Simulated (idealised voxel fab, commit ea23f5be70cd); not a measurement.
Module name: voxel trench capacitor (process module)
Cross-section cut: width 150 nm, square cells of 5 nm.
For the purposes of this document, a cross-section shall be understood as a grid of square cells, specified as bands listed in top-to-bottom order, each band consisting of one or more rows of cells. This entry defines a band. It first specifies the height of the band's top and the height of its bottom in nm, and then specifies the band's materials from left to right, stating each material with its width in nm. The word "full width" identifies a single material that fills the band from edge to edge, while the word "blank" identifies empty space. Heights are expressed relative to 0, this being the level below which the as-received wafer comprises one material exclusively. The lowest band is unbounded in the downward direction and is denoted as in "0 and below". The expression "30->40" gives the width at the extremes of the band, the first number at its top row of cells and the second at its bottom row, with the width changing by equal amounts from each row to the next in between. Basically "no alterations made" means that step didn't change any cell in the cross-section. The list in "Closed cavities" covers empty spaces of 8 cells or more that cannot reach the top through any open way, and it gives each as width x height at distance; the distance is from the left edge, and width, height and distance are in nm. The remark found on a step's line after its settings is issued by the simulator itself and pertains to that step. overlay nm: mask right of planned place by this much (step with mask). Neg. = left.

### Intended process steps
1. RECEIVE,material Si
2. CONFORMAL_DEP,material SiN,thk nm 5
3. PATTERN,tone open,mask id TRENCH,material resist,width nm 20,pitch nm 40,thk nm 15,overlay nm 0
4. DIRECTIONAL_ETCH,etch materials SiN,depth nm 5
5. DIRECTIONAL_ETCH,etch materials Si,depth nm 35
6. STRIP,etch materials resist
7. CONFORMAL_DEP,material SiO2,thk nm 5
8. FILL_DEP,material polySi,thk nm 5
9. CMP,height nm -5
The wafers are alike at the start. At step 9, their height nm differs. The plan lists the first wafer's value.

### Cross-section: the first of several wafers in its as-received state, i.e. following step 1
    0 and below | Si full width
    Closed cavities: none

### Here is the cross-section of the first of several wafers at the end of the module, after its last step, step 9
    -5 down to -30 | Si (25), SiO2 (5), polySi (10), SiO2 (5), Si (20), SiO2 (5), polySi (10), SiO2 (5), Si (20), SiO2 (5), polySi (10), SiO2 (5), Si (25)
    -30 down to -35 | Si (25), SiO2 (20), Si (20), SiO2 (20), Si (20), SiO2 (20), Si (25)
    -35 and below | Si full width
    Closed cavities: none

### Sectional view of the last wafer upon completion of the module
    15 down to 10 | polySi full width
    10 down to 5 | SiO2 (30), polySi (10), SiO2 (30), polySi (10), SiO2 (30), polySi (10), SiO2 (30)
    5 down to 0 | SiN (25), SiO2 (5), polySi (10), SiO2 (5), SiN (20), SiO2 (5), polySi (10), SiO2 (5), SiN (20), SiO2 (5), polySi (10), SiO2 (5), SiN (25)
    0 down to -30 | Si (25), SiO2 (5), polySi (10), SiO2 (5), Si (20), SiO2 (5), polySi (10), SiO2 (5), Si (20), SiO2 (5), polySi (10), SiO2 (5), Si (25)
    -30 down to -35 | Si (25), SiO2 (20), Si (20), SiO2 (20), Si (20), SiO2 (20), Si (25)
    -35 and below | Si full width
    Closed cavities: none

### Tabulated below, wafer by wafer, are the end-of-module results: for each material, the number of cells gained (+) or lost (-) relative to the as-received state, followed by the closed voids
height nm -5 | -102 Si | +42 SiO2 | +30 polySi | Closed cavities: none
height nm 0 | -84 Si | +48 SiO2 | +36 polySi | Closed cavities: none
height nm 5 | -84 Si | +18 SiN | +54 SiO2 | +42 polySi | Closed cavities: none
height nm 10 | -84 Si | +18 SiN | +78 SiO2 | +48 polySi | Closed cavities: none
height nm 15 | -84 Si | +18 SiN | +78 SiO2 | +78 polySi | Closed cavities: none
